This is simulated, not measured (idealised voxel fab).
Process module heading - voxel wiring stack
Cross-sectional view cut (width: 260 nm; square cell size: 5 nm).
The cross-sections in this document take the form of a grid made of square cells. They are written out as bands, in order from top to bottom. Each band consists of one or more rows of cells. Look at the band entry: it leads with the top's height and the bottom's height in nm. Then it lists the materials left to right, with a width in nm for each. The word "all across" on a single material says that material fills the band edge to edge. The word "blank" is empty space. Height datum 0, below which the as-received substrate wafer is one material. Lowest band open at the bottom, running downward: "0 and below". Width spec "30..40" -> top row of cells at first value, bottom row at second value, equal per-row change in between. "all unchanged" -> step changed no cross-section cell. The entry titled "Closed internal voids" provides the empty spaces that have no open way to the top, restricted to those of 8 cells or more. Each is presented as width x height at distance, the distance being measured from the left edge, with all three in nm. Where a step's line continues beyond its settings, the continuation is a remark by the simulator itself on that step. A step's line can hold "overlay nm"; with a mask on that step, the setting says how far right of the planned place the mask lay, while a negative setting says it lay to the left.
**Here's what the planned process steps look like**
1. RECEIVE with material Si
2. CONFORMAL_DEP with material SiO2, thk nm 15
3. CONFORMAL_DEP with material SiCN, thk nm 5
4. DIRECTIONAL_DEP with material lowk, thk nm 25
5. PATTERN with tone open, mask id METAL_1, material resist, width nm 25, pitch nm 40, thk nm 15, overlay nm 0
6. DIRECTIONAL_ETCH with etch materials lowk, depth nm 25
7. DIRECTIONAL_ETCH with etch materials SiCN, depth nm 5
8. STRIP with etch materials resist
9. CONFORMAL_DEP with material TiN, thk nm 5
10. FILL_DEP with material Cu, thk nm 10
11. CMP with height nm 45
12. CONFORMAL_DEP with material SiCN, thk nm 5
13. DIRECTIONAL_DEP with material lowk, thk nm 35
14. PATTERN with tone open, mask id METAL_2_HOLES, material resist, width nm 15, pitch nm 40, thk nm 15, overlay nm 0
15. DIRECTIONAL_ETCH with etch materials lowk, depth nm 35
16. STRIP with etch materials resist
17. MASKED_ETCH with tone open, mask id METAL_2, width nm 25, pitch nm 40, etch materials lowk, depth nm 20, overlay nm 0
18. MASKED_ETCH with tone open, mask id METAL_2, width nm 25, pitch nm 40, etch materials SiCN, depth nm 5, overlay nm 0
19. CONFORMAL_DEP with material TiN, thk nm 5
20. FILL_DEP with material Ru, thk nm 5
21. CMP with height nm 85
22. CONFORMAL_DEP with material SiCN, thk nm 5
23. DIRECTIONAL_DEP with material lowk, thk nm 35
24. DIRECTIONAL_DEP with material aC, thk nm 10
25. PATTERN with tone open, mask id METAL_3, material resist, width nm 25, pitch nm 40, thk nm 30, overlay nm 0
26. DIRECTIONAL_ETCH with etch materials aC, depth nm 10
27. STRIP with etch materials resist
28. DIRECTIONAL_ETCH with etch materials lowk, depth nm 20
29. STRIP with etch materials aC
30. DIRECTIONAL_DEP with material aC, thk nm 10
31. PATTERN with tone open, mask id METAL_3_HOLES, material resist, width nm 15, pitch nm 80, thk nm 30, overlay nm 0
32. DIRECTIONAL_ETCH with etch materials aC, depth nm 10
33. STRIP with etch materials resist
34. DIRECTIONAL_ETCH with etch materials lowk, depth nm 15
35. DIRECTIONAL_ETCH with etch materials SiCN, depth nm 5
36. STRIP with etch materials aC
37. CONFORMAL_DEP with material TiN, thk nm 5
38. FILL_DEP with material Cu, thk nm 10
39. CMP with height nm 125
40. CONFORMAL_DEP with material SiCN, thk nm 5
41. DIRECTIONAL_DEP with material lowk, thk nm 35
42. PATTERN with tone open, mask id METAL_4_HOLES, material resist, width nm 15, pitch nm 40, thk nm 20, overlay nm 0
43. DIRECTIONAL_ETCH with etch materials lowk, depth nm 35
44. STRIP with etch materials resist
45. DIRECTIONAL_DEP with material aC, thk nm 10
46. PATTERN with tone open, mask id METAL_4, material resist, width nm 25, pitch nm 40, thk nm 30, overlay nm 0
47. DIRECTIONAL_ETCH with etch materials aC, depth nm 10
48. STRIP with etch materials resist
49. DIRECTIONAL_ETCH with etch materials lowk, depth nm 20
50. DIRECTIONAL_ETCH with etch materials SiCN, depth nm 5
51. STRIP with etch materials aC
52. CONFORMAL_DEP with material TiN, thk nm 5
53. FILL_DEP with material Cu, thk nm 10
54. CMP with height nm 165
55. CONFORMAL_DEP with material SiCN, thk nm 5
**First out of two wafers; run went to plan**
**Wafer as received: cross-section following step 1**
  0 and below  Si all across
  Closed internal voids: none
**Sectional view: wafer, after step 2**
  15 down to 0  SiO2 all across
  Note: structure below 0 unchanged.
**Sectional view: wafer, after step 3**
  20 down to 15  SiCN all across
  Note: structure below 15 unchanged.
**Sectional view: wafer, after step 4**
  45 down to 20  lowk all across
  Note: structure below 20 unchanged.
**Sectional view: wafer, after step 5**
  60 down to 45  resist (75); blank (25); resist (15); blank (25); resist (15); blank (25); resist (80)
  Note: structure below 45 unchanged.
**Sectional view: wafer, after step 6**
  60 down to 45  resist (75); blank (25); resist (15); blank (25); resist (15); blank (25); resist (80)
  45 down to 20  lowk (75); blank (25); lowk (15); blank (25); lowk (15); blank (25); lowk (80)
  Note: structure below 20 unchanged.
**Sectional view: wafer, after step 7**
  60 down to 45  resist (75); blank (25); resist (15); blank (25); resist (15); blank (25); resist (80)
  45 down to 20  lowk (75); blank (25); lowk (15); blank (25); lowk (15); blank (25); lowk (80)
  20 down to 15  SiCN (75); blank (25); SiCN (15); blank (25); SiCN (15); blank (25); SiCN (80)
  Note: structure below 15 unchanged.
**Sectional view: wafer, after step 8**
  45 down to 20  lowk (75); blank (25); lowk (15); blank (25); lowk (15); blank (25); lowk (80)
  Note: structure below 20 unchanged.
**Sectional view: wafer, after step 9**
  50 down to 45  TiN (80); blank (15); TiN (25); blank (15); TiN (25); blank (15); TiN (85)
  45 down to 20  lowk (75); TiN (5); blank (15); TiN (5); lowk (15); TiN (5); blank (15); TiN (5); lowk (15); TiN (5); blank (15); TiN (5); lowk (80)
  20 down to 15  SiCN (75); TiN (25); SiCN (15); TiN (25); SiCN (15); TiN (25); SiCN (80)
  Note: structure below 15 unchanged.
**Sectional view: wafer, after step 10**
  60 down to 50  Cu all across
  50 down to 45  TiN (80); Cu (15); TiN (25); Cu (15); TiN (25); Cu (15); TiN (85)
  45 down to 20  lowk (75); TiN (5); Cu (15); TiN (5); lowk (15); TiN (5); Cu (15); TiN (5); lowk (15); TiN (5); Cu (15); TiN (5); lowk (80)
  Note: structure below 20 unchanged.
**Sectional view: wafer, after step 11**
  45 down to 20  lowk (75); TiN (5); Cu (15); TiN (5); lowk (15); TiN (5); Cu (15); TiN (5); lowk (15); TiN (5); Cu (15); TiN (5); lowk (80)
  Note: structure below 20 unchanged.
**Sectional view: wafer, after step 12**
  50 down to 45  SiCN all across
  Note: structure below 45 unchanged.
**Sectional view: wafer, after step 13**
  85 down to 50  lowk all across
  Note: structure below 50 unchanged.
**Sectional view: wafer, after step 14**
  100 down to 85  resist (75); blank (15); resist (25); blank (15); resist (25); blank (15); resist (90)
  Note: structure below 85 unchanged.
**Sectional view: wafer, after step 15**
  100 down to 85  resist (75); blank (15); resist (25); blank (15); resist (25); blank (15); resist (90)
  85 down to 50  lowk (75); blank (15); lowk (25); blank (15); lowk (25); blank (15); lowk (90)
  Note: structure below 50 unchanged.
**Sectional view: wafer, after step 16**
  85 down to 50  lowk (75); blank (15); lowk (25); blank (15); lowk (25); blank (15); lowk (90)
  Note: structure below 50 unchanged.
**Sectional view: wafer, after step 17**
  85 down to 65  lowk (75); blank (25); lowk (15); blank (25); lowk (15); blank (25); lowk (80)
  Note: structure below 65 unchanged.
**Sectional view: wafer, after step 18**
  85 down to 65  lowk (75); blank (25); lowk (15); blank (25); lowk (15); blank (25); lowk (80)
  65 down to 50  lowk (75); blank (15); lowk (25); blank (15); lowk (25); blank (15); lowk (90)
  50 down to 45  SiCN (75); blank (15); SiCN (25); blank (15); SiCN (25); blank (15); SiCN (90)
  Note: structure below 45 unchanged.
**Sectional view: wafer, after step 19**
  90 down to 85  TiN (80); blank (15); TiN (25); blank (15); TiN (25); blank (15); TiN (85)
  85 down to 70  lowk (75); TiN (5); blank (15); TiN (5); lowk (15); TiN (5); blank (15); TiN (5); lowk (15); TiN (5); blank (15); TiN (5); lowk (80)
  70 down to 65  lowk (75); TiN (5); blank (5); TiN (15); lowk (15); TiN (5); blank (5); TiN (15); lowk (15); TiN (5); blank (5); TiN (15); lowk (80)
  65 down to 50  lowk (75); TiN (5); blank (5); TiN (5); lowk (25); TiN (5); blank (5); TiN (5); lowk (25); TiN (5); blank (5); TiN (5); lowk (90)
  50 down to 45  SiCN (75); TiN (15); SiCN (25); TiN (15); SiCN (25); TiN (15); SiCN (90)
  Note: structure below 45 unchanged.
**Sectional view: wafer, after step 20**
  95 down to 90  Ru all across
  90 down to 85  TiN (80); Ru (15); TiN (25); Ru (15); TiN (25); Ru (15); TiN (85)
  85 down to 70  lowk (75); TiN (5); Ru (15); TiN (5); lowk (15); TiN (5); Ru (15); TiN (5); lowk (15); TiN (5); Ru (15); TiN (5); lowk (80)
  70 down to 65  lowk (75); TiN (5); Ru (5); TiN (15); lowk (15); TiN (5); Ru (5); TiN (15); lowk (15); TiN (5); Ru (5); TiN (15); lowk (80)
  65 down to 50  lowk (75); TiN (5); Ru (5); TiN (5); lowk (25); TiN (5); Ru (5); TiN (5); lowk (25); TiN (5); Ru (5); TiN (5); lowk (90)
  Note: structure below 50 unchanged.
**Sectional view: wafer, after step 21**
  85 down to 70  lowk (75); TiN (5); Ru (15); TiN (5); lowk (15); TiN (5); Ru (15); TiN (5); lowk (15); TiN (5); Ru (15); TiN (5); lowk (80)
  Note: structure below 70 unchanged.
**Sectional view: wafer, after step 22**
  90 down to 85  SiCN all across
  Note: structure below 85 unchanged.
**Sectional view: wafer, after step 23**
  125 down to 90  lowk all across
  Note: structure below 90 unchanged.
**Sectional view: wafer, after step 24**
  135 down to 125  aC all across
  Note: structure below 125 unchanged.
**Sectional view: wafer, after step 25**
  165 down to 135  resist (75); blank (25); resist (15); blank (25); resist (15); blank (25); resist (80)
  Note: structure below 135 unchanged.
**Sectional view: wafer, after step 26**
  155 down to 135  resist (75); blank (25); resist (15); blank (25); resist (15); blank (25); resist (80)
  135 down to 125  aC (75); blank (25); aC (15); blank (25); aC (15); blank (25); aC (80)
  Note: structure below 125 unchanged.
**Sectional view: wafer, after step 27**
  135 down to 125  aC (75); blank (25); aC (15); blank (25); aC (15); blank (25); aC (80)
  Note: structure below 125 unchanged.
**Sectional view: wafer, after step 28**
  135 down to 125  aC (75); blank (25); aC (15); blank (25); aC (15); blank (25); aC (80)
  125 down to 105  lowk (75); blank (25); lowk (15); blank (25); lowk (15); blank (25); lowk (80)
  Note: structure below 105 unchanged.
**Sectional view: wafer, after step 29**
  125 down to 105  lowk (75); blank (25); lowk (15); blank (25); lowk (15); blank (25); lowk (80)
  Note: structure below 105 unchanged.
**Sectional view: wafer, after step 30**
  135 down to 125  aC (75); blank (25); aC (15); blank (25); aC (15); blank (25); aC (80)
  125 down to 115  lowk (75); blank (25); lowk (15); blank (25); lowk (15); blank (25); lowk (80)
  115 down to 105  lowk (75); aC (25); lowk (15); aC (25); lowk (15); aC (25); lowk (80)
  Note: structure below 105 unchanged.
**Sectional view: wafer, after step 31**
  165 down to 135  resist (75); blank (15); resist (65); blank (15); resist (90)
  135 down to 125  aC (75); blank (15); resist (10); aC (15); resist (25); aC (15); blank (15); resist (10); aC (80)
  125 down to 115  lowk (75); blank (15); resist (10); lowk (15); resist (25); lowk (15); blank (15); resist (10); lowk (80)
  Note: structure below 115 unchanged.
**Sectional view: wafer, after step 32**
  155 down to 135  resist (75); blank (15); resist (65); blank (15); resist (90)
  135 down to 125  aC (75); blank (15); resist (10); aC (15); resist (25); aC (15); blank (15); resist (10); aC (80)
  125 down to 115  lowk (75); blank (15); resist (10); lowk (15); resist (25); lowk (15); blank (15); resist (10); lowk (80)
  115 down to 105  lowk (75); blank (15); aC (10); lowk (15); aC (25); lowk (15); blank (15); aC (10); lowk (80)
  Note: structure below 105 unchanged.
**Sectional view: wafer, after step 33**
  135 down to 125  aC (75); blank (25); aC (15); blank (25); aC (15); blank (25); aC (80)
  125 down to 115  lowk (75); blank (25); lowk (15); blank (25); lowk (15); blank (25); lowk (80)
  Note: structure below 115 unchanged.
**Sectional view: wafer, after step 34**
  135 down to 125  aC (75); blank (25); aC (15); blank (25); aC (15); blank (25); aC (80)
  125 down to 115  lowk (75); blank (25); lowk (15); blank (25); lowk (15); blank (25); lowk (80)
  115 down to 105  lowk (75); blank (15); aC (10); lowk (15); aC (25); lowk (15); blank (15); aC (10); lowk (80)
  105 down to 90  lowk (75); blank (15); lowk (65); blank (15); lowk (90)
  Note: structure below 90 unchanged.
**Sectional view: wafer, after step 35**
  135 down to 125  aC (75); blank (25); aC (15); blank (25); aC (15); blank (25); aC (80)
  125 down to 115  lowk (75); blank (25); lowk (15); blank (25); lowk (15); blank (25); lowk (80)
  115 down to 105  lowk (75); blank (15); aC (10); lowk (15); aC (25); lowk (15); blank (15); aC (10); lowk (80)
  105 down to 90  lowk (75); blank (15); lowk (65); blank (15); lowk (90)
  90 down to 85  SiCN (75); blank (15); SiCN (65); blank (15); SiCN (90)
  Note: structure below 85 unchanged.
**Sectional view: wafer, after step 36**
  125 down to 105  lowk (75); blank (25); lowk (15); blank (25); lowk (15); blank (25); lowk (80)
  Note: structure below 105 unchanged.
**Sectional view: wafer, after step 37**
  130 down to 125  TiN (80); blank (15); TiN (25); blank (15); TiN (25); blank (15); TiN (85)
  125 down to 110  lowk (75); TiN (5); blank (15); TiN (5); lowk (15); TiN (5); blank (15); TiN (5); lowk (15); TiN (5); blank (15); TiN (5); lowk (80)
  110 down to 105  lowk (75); TiN (5); blank (5); TiN (15); lowk (15); TiN (25); lowk (15); TiN (5); blank (5); TiN (15); lowk (80)
  105 down to 90  lowk (75); TiN (5); blank (5); TiN (5); lowk (65); TiN (5); blank (5); TiN (5); lowk (90)
  90 down to 85  SiCN (75); TiN (15); SiCN (65); TiN (15); SiCN (90)
  Note: structure below 85 unchanged.
**Sectional view: wafer, after step 38**
  140 down to 130  Cu all across
  130 down to 125  TiN (80); Cu (15); TiN (25); Cu (15); TiN (25); Cu (15); TiN (85)
  125 down to 110  lowk (75); TiN (5); Cu (15); TiN (5); lowk (15); TiN (5); Cu (15); TiN (5); lowk (15); TiN (5); Cu (15); TiN (5); lowk (80)
  110 down to 105  lowk (75); TiN (5); Cu (5); TiN (15); lowk (15); TiN (25); lowk (15); TiN (5); Cu (5); TiN (15); lowk (80)
  105 down to 90  lowk (75); TiN (5); Cu (5); TiN (5); lowk (65); TiN (5); Cu (5); TiN (5); lowk (90)
  Note: structure below 90 unchanged.
**Sectional view: wafer, after step 39**
  125 down to 110  lowk (75); TiN (5); Cu (15); TiN (5); lowk (15); TiN (5); Cu (15); TiN (5); lowk (15); TiN (5); Cu (15); TiN (5); lowk (80)
  Note: structure below 110 unchanged.
**Sectional view: wafer, after step 40**
  130 down to 125  SiCN all across
  Note: structure below 125 unchanged.
**Sectional view: wafer, after step 41**
  165 down to 130  lowk all across
  Note: structure below 130 unchanged.
**Sectional view: wafer, after step 42**
  185 down to 165  resist (75); blank (15); resist (25); blank (15); resist (25); blank (15); resist (90)
  Note: structure below 165 unchanged.
**Sectional view: wafer, after step 43**
  185 down to 165  resist (75); blank (15); resist (25); blank (15); resist (25); blank (15); resist (90)
  165 down to 130  lowk (75); blank (15); lowk (25); blank (15); lowk (25); blank (15); lowk (90)
  Note: structure below 130 unchanged.
**Sectional view: wafer, after step 44**
  165 down to 130  lowk (75); blank (15); lowk (25); blank (15); lowk (25); blank (15); lowk (90)
  Note: structure below 130 unchanged.
**Sectional view: wafer, after step 45**
  175 down to 165  aC (75); blank (15); aC (25); blank (15); aC (25); blank (15); aC (90)
  165 down to 140  lowk (75); blank (15); lowk (25); blank (15); lowk (25); blank (15); lowk (90)
  140 down to 130  lowk (75); aC (15); lowk (25); aC (15); lowk (25); aC (15); lowk (90)
  Note: structure below 130 unchanged.
**Sectional view: wafer, after step 46**
  205 down to 175  resist (75); blank (25); resist (15); blank (25); resist (15); blank (25); resist (80)
  Note: structure below 175 unchanged.
**Sectional view: wafer, after step 47**
  195 down to 175  resist (75); blank (25); resist (15); blank (25); resist (15); blank (25); resist (80)
  175 down to 165  aC (75); blank (25); aC (15); blank (25); aC (15); blank (25); aC (80)
  165 down to 130  lowk (75); blank (15); lowk (25); blank (15); lowk (25); blank (15); lowk (90)
  Note: structure below 130 unchanged.
**Sectional view: wafer, after step 48**
  175 down to 165  aC (75); blank (25); aC (15); blank (25); aC (15); blank (25); aC (80)
  Note: structure below 165 unchanged.
**Sectional view: wafer, after step 49**
  175 down to 165  aC (75); blank (25); aC (15); blank (25); aC (15); blank (25); aC (80)
  165 down to 145  lowk (75); blank (25); lowk (15); blank (25); lowk (15); blank (25); lowk (80)
  Note: structure below 145 unchanged.
**Sectional view: wafer, after step 50**
  175 down to 165  aC (75); blank (25); aC (15); blank (25); aC (15); blank (25); aC (80)
  165 down to 145  lowk (75); blank (25); lowk (15); blank (25); lowk (15); blank (25); lowk (80)
  145 down to 130  lowk (75); blank (15); lowk (25); blank (15); lowk (25); blank (15); lowk (90)
  130 down to 125  SiCN (75); blank (15); SiCN (25); blank (15); SiCN (25); blank (15); SiCN (90)
  Note: structure below 125 unchanged.
**Sectional view: wafer, after step 51**
  165 down to 145  lowk (75); blank (25); lowk (15); blank (25); lowk (15); blank (25); lowk (80)
  Note: structure below 145 unchanged.
**Sectional view: wafer, after step 52**
  170 down to 165  TiN (80); blank (15); TiN (25); blank (15); TiN (25); blank (15); TiN (85)
  165 down to 150  lowk (75); TiN (5); blank (15); TiN (5); lowk (15); TiN (5); blank (15); TiN (5); lowk (15); TiN (5); blank (15); TiN (5); lowk (80)
  150 down to 145  lowk (75); TiN (5); blank (5); TiN (15); lowk (15); TiN (5); blank (5); TiN (15); lowk (15); TiN (5); blank (5); TiN (15); lowk (80)
  145 down to 130  lowk (75); TiN (5); blank (5); TiN (5); lowk (25); TiN (5); blank (5); TiN (5); lowk (25); TiN (5); blank (5); TiN (5); lowk (90)
  130 down to 125  SiCN (75); TiN (15); SiCN (25); TiN (15); SiCN (25); TiN (15); SiCN (90)
  Note: structure below 125 unchanged.
**Sectional view: wafer, after step 53**
  180 down to 170  Cu all across
  170 down to 165  TiN (80); Cu (15); TiN (25); Cu (15); TiN (25); Cu (15); TiN (85)
  165 down to 150  lowk (75); TiN (5); Cu (15); TiN (5); lowk (15); TiN (5); Cu (15); TiN (5); lowk (15); TiN (5); Cu (15); TiN (5); lowk (80)
  150 down to 145  lowk (75); TiN (5); Cu (5); TiN (15); lowk (15); TiN (5); Cu (5); TiN (15); lowk (15); TiN (5); Cu (5); TiN (15); lowk (80)
  145 down to 130  lowk (75); TiN (5); Cu (5); TiN (5); lowk (25); TiN (5); Cu (5); TiN (5); lowk (25); TiN (5); Cu (5); TiN (5); lowk (90)
  Note: structure below 130 unchanged.
**Sectional view: wafer, after step 54**
  165 down to 150  lowk (75); TiN (5); Cu (15); TiN (5); lowk (15); TiN (5); Cu (15); TiN (5); lowk (15); TiN (5); Cu (15); TiN (5); lowk (80)
  Note: structure below 150 unchanged.
**Sectional view: wafer, after step 55**
  170 down to 165  SiCN all across
  Note: structure below 165 unchanged.
**Regarding the second of the two wafers: it shared the first wafer's starting condition and process plan, yet one error occurred during its execution. Its history coincides with that of the first wafer up to and including step 39**
**Second wafer shown in cross-section at the time step 40 was slated to end**
  160 down to 125  lowk all across
  Note: structure below 125 unchanged.
**Second wafer shown in cross-section at the time step 41 was slated to end**
  165 down to 160  SiCN all across
  Note: structure below 160 unchanged.
**Second wafer shown in cross-section at the time step 42 was slated to end**
  185 down to 165  resist (75); blank (15); resist (25); blank (15); resist (25); blank (15); resist (90)
  Note: structure below 165 unchanged.
Second wafer shown in cross-section at the time step 43 was slated to end: all unchanged
**Second wafer shown in cross-section at the time step 44 was slated to end**
  165 down to 160  SiCN all across
  Note: structure below 160 unchanged.
**Second wafer shown in cross-section at the time step 45 was slated to end**
  175 down to 165  aC all across
  Note: structure below 165 unchanged.
**Second wafer shown in cross-section at the time step 46 was slated to end**
  205 down to 175  resist (75); blank (25); resist (15); blank (25); resist (15); blank (25); resist (80)
  Note: structure below 175 unchanged.
**Second wafer shown in cross-section at the time step 47 was slated to end**
  195 down to 175  resist (75); blank (25); resist (15); blank (25); resist (15); blank (25); resist (80)
  175 down to 165  aC (75); blank (25); aC (15); blank (25); aC (15); blank (25); aC (80)
  Note: structure below 165 unchanged.
**Second wafer shown in cross-section at the time step 48 was slated to end**
  175 down to 165  aC (75); blank (25); aC (15); blank (25); aC (15); blank (25); aC (80)
  Note: structure below 165 unchanged.
Second wafer shown in cross-section at the time step 49 was slated to end: all unchanged
**Second wafer shown in cross-section at the time step 50 was slated to end**
  175 down to 165  aC (75); blank (25); aC (15); blank (25); aC (15); blank (25); aC (80)
  165 down to 160  SiCN (75); blank (25); SiCN (15); blank (25); SiCN (15); blank (25); SiCN (80)
  Note: structure below 160 unchanged.
**Second wafer shown in cross-section at the time step 51 was slated to end**
  165 down to 160  SiCN (75); blank (25); SiCN (15); blank (25); SiCN (15); blank (25); SiCN (80)
  Note: structure below 160 unchanged.
**Second wafer shown in cross-section at the time step 52 was slated to end**
  170 down to 165  TiN (80); blank (15); TiN (25); blank (15); TiN (25); blank (15); TiN (85)
  165 down to 160  SiCN (75); TiN (25); SiCN (15); TiN (25); SiCN (15); TiN (25); SiCN (80)
  Note: structure below 160 unchanged.
**Second wafer shown in cross-section at the time step 53 was slated to end**
  180 down to 170  Cu all across
  170 down to 165  TiN (80); Cu (15); TiN (25); Cu (15); TiN (25); Cu (15); TiN (85)
  Note: structure below 165 unchanged.
**Second wafer shown in cross-section at the time step 54 was slated to end**
  165 down to 160  SiCN (75); TiN (25); SiCN (15); TiN (25); SiCN (15); TiN (25); SiCN (80)
  Note: structure below 160 unchanged.
**Second wafer shown in cross-section at the time step 55 was slated to end**
  170 down to 165  SiCN all across
  Note: structure below 165 unchanged.
What went wrong in running the wafer? steps 40 and 41 swapped
Count the cells at the end and the second wafer has more or fewer of some materials than the first: 39 fewer of Cu | 6 fewer of SiCN | 42 fewer of TiN | 87 more of lowk
